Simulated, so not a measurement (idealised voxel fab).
Process module name: voxel transistor to metal
It is cross-section cut that appears here, measuring 300 nm in width, its square cells being 5 nm in size.
When this document writes out a cross-section, it uses a grid of square cells and lists it as bands, beginning at the top and moving down, with a band standing for one or more rows of cells. Heights first: top, then bottom, in nm. Then materials, left to right, each with a width in nm. "everywhere" on a single material: fills the band edge to edge. "blank": empty space. Convention: height 0 is the level below which the wafer, as received, is all one material. The lowest band does not terminate at the bottom but continues downward, represented as "top 0, no bottom". Think of "30 to 40" as a width that walks from the first number to the second as you go down the band, top row to bottom row, taking equal-sized steps from row to row. You'll sometimes find "remained the same" written for a step, and that's the way of saying that nowhere in the cross-section did a cell change during that step. Entry "Closed-off voids" = empty spaces >= 8 cells with no open way to the top; each as width x height at distance, distance from left edge, all nm. What comes after the settings on a step's line is commentary from the simulator itself on that step. "overlay nm", when on a step's line for a step with a mask, measures how far to the right of its planned place the mask lay; a negative measure means to the left.

# The following list gives the planned process steps
1 RECEIVE,material Si
2 OXIDIZE,depth nm 5
3 CONFORMAL_DEP,material SiN,thk nm 10
4 MASKED_ETCH,tone cover,mask id ACTIVE,width nm 110,pitch nm 140,etch materials SiN,depth nm 10,overlay nm 0
5 MASKED_ETCH,tone cover,mask id ACTIVE,width nm 110,pitch nm 140,etch materials SiO2,depth nm 5,overlay nm 0
6 MASKED_ETCH,tone cover,mask id ACTIVE,width nm 110,pitch nm 140,etch materials Si,depth nm 35,overlay nm 0
7 FILL_DEP,material SiO2,thk nm 15
8 CMP,height nm 10
9 SELECTIVE_ETCH,etch materials SiO2,depth nm 10
10 STRIP,etch materials SiN
11 SELECTIVE_ETCH,etch materials SiO2,depth nm 5
12 OXIDIZE,depth nm 5
13 DIRECTIONAL_DEP,material polySi,thk nm 30
14 DIRECTIONAL_DEP,material SiCN,thk nm 15
15 PATTERN,tone cover,mask id GATE,material resist,width nm 20,pitch nm 140,thk nm 15,overlay nm 0
16 DIRECTIONAL_ETCH,etch materials SiCN,depth nm 25
17 DIRECTIONAL_ETCH,etch materials polySi,depth nm 40
18 STRIP,etch materials resist
19 CONFORMAL_DEP,material SiO2,thk nm 5
20 DIRECTIONAL_ETCH,etch materials SiO2,depth nm 5
21 CONFORMAL_DEP,material SiN,thk nm 5
22 DIRECTIONAL_ETCH,etch materials SiN,depth nm 5
23 DIRECTIONAL_ETCH,etch materials SiO2,depth nm 5
24 DIRECTIONAL_ETCH,etch materials Si,depth nm 15
25 EPI,material pSi,thk nm 15
26 FILL_DEP,material SiO2,thk nm 5
27 CMP,height nm 40
28 DIRECTIONAL_DEP,material SiO2,thk nm 10
29 MASKED_ETCH,tone open,mask id CONTACT,width nm 20,pitch nm 70,etch materials SiO2,depth nm 60,overlay nm 0
30 CONFORMAL_DEP,material TiN,thk nm 5
31 FILL_DEP,material W,thk nm 5
32 CMP,height nm 50
33 CONFORMAL_DEP,material SiCN,thk nm 5
34 DIRECTIONAL_DEP,material SiO2,thk nm 25
35 MASKED_ETCH,tone open,mask id METAL_1,width nm 20,pitch nm 70,etch materials SiO2,depth nm 25,overlay nm 0
36 MASKED_ETCH,tone open,mask id METAL_1,width nm 20,pitch nm 70,etch materials SiCN,depth nm 5,overlay nm 0
37 CONFORMAL_DEP,material TiN,thk nm 5
38 FILL_DEP,material Cu,thk nm 10
39 CMP,height nm 80
40 EPI,material Ru,thk nm 5
41 FILL_DEP,material SiCN,thk nm 5

# So this is the incoming wafer in cross-section - it's already been through step 1
    top 0, no bottom: Si everywhere
    Closed-off voids: none

# End-of-module cross-section. Starting structure and process plan as above; one mistake made in running it
    top 90, bottom 85: SiCN everywhere
    top 85, bottom 80: SiCN 30 nm  Ru 30 nm  SiCN 40 nm  Ru 30 nm  SiCN 40 nm  Ru 30 nm  SiCN 40 nm  Ru 30 nm  SiCN 30 nm
    top 80, bottom 55: SiO2 35 nm  TiN 5 nm  Cu 10 nm  TiN 5 nm  SiO2 50 nm  TiN 5 nm  Cu 10 nm  TiN 5 nm  SiO2 50 nm  TiN 5 nm  Cu 10 nm  TiN 5 nm  SiO2 50 nm  TiN 5 nm  Cu 10 nm  TiN 5 nm  SiO2 35 nm
    top 55, bottom 50: SiCN 35 nm  TiN 20 nm  SiCN 50 nm  TiN 20 nm  SiCN 50 nm  TiN 20 nm  SiCN 50 nm  TiN 20 nm  SiCN 35 nm
    top 50, bottom 45: SiO2 35 nm  TiN 5 nm  W 10 nm  TiN 5 nm  SiO2 50 nm  TiN 5 nm  W 10 nm  TiN 5 nm  SiO2 50 nm  TiN 5 nm  W 10 nm  TiN 5 nm  SiO2 50 nm  TiN 5 nm  W 10 nm  TiN 5 nm  SiO2 35 nm
    top 45, bottom 40: SiO2 35 nm  TiN 20 nm  SiO2 50 nm  TiN 20 nm  SiO2 50 nm  TiN 20 nm  SiO2 50 nm  TiN 20 nm  SiO2 35 nm
    top 40, bottom 35: TiN 60 nm  SiN 5 nm  TiN 5 nm  SiCN 20 nm  TiN 5 nm  SiN 5 nm  TiN 100 nm  SiN 5 nm  TiN 5 nm  SiCN 20 nm  TiN 5 nm  SiN 5 nm  TiN 60 nm
    top 35, bottom 25: TiN 60 nm  SiN 5 nm  SiO2 5 nm  SiCN 20 nm  SiO2 5 nm  SiN 5 nm  TiN 100 nm  SiN 5 nm  SiO2 5 nm  SiCN 20 nm  SiO2 5 nm  SiN 5 nm  TiN 60 nm
    top 25, bottom 5: TiN 60 nm  SiN 5 nm  SiO2 5 nm  polySi 20 nm  SiO2 5 nm  SiN 5 nm  TiN 100 nm  SiN 5 nm  SiO2 5 nm  polySi 20 nm  SiO2 5 nm  SiN 5 nm  TiN 60 nm
    top 5, bottom -5: TiN 45 nm  pSi 15 nm  SiN 5 nm  SiO2 5 nm  polySi 20 nm  SiO2 5 nm  SiN 5 nm  pSi 15 nm  TiN 70 nm  pSi 15 nm  SiN 5 nm  SiO2 5 nm  polySi 20 nm  SiO2 5 nm  SiN 5 nm  pSi 15 nm  TiN 45 nm
    top -5, bottom -10: TiN 45 nm  pSi 15 nm  SiO2 40 nm  pSi 15 nm  TiN 70 nm  pSi 15 nm  SiO2 40 nm  pSi 15 nm  TiN 45 nm
    top -10, bottom -25: SiO2 25 nm  pSi 35 nm  Si 40 nm  pSi 35 nm  SiO2 30 nm  pSi 35 nm  Si 40 nm  pSi 35 nm  SiO2 25 nm
    top -25, bottom -40: SiO2 25 nm  Si 110 nm  SiO2 30 nm  Si 110 nm  SiO2 25 nm
    top -40, no bottom: Si everywhere
    Closed-off voids: none
Deviation from plan: step 26 ran with different settings than intended, the actual operation and settings being FILL_DEP,material TiN,thk nm 5
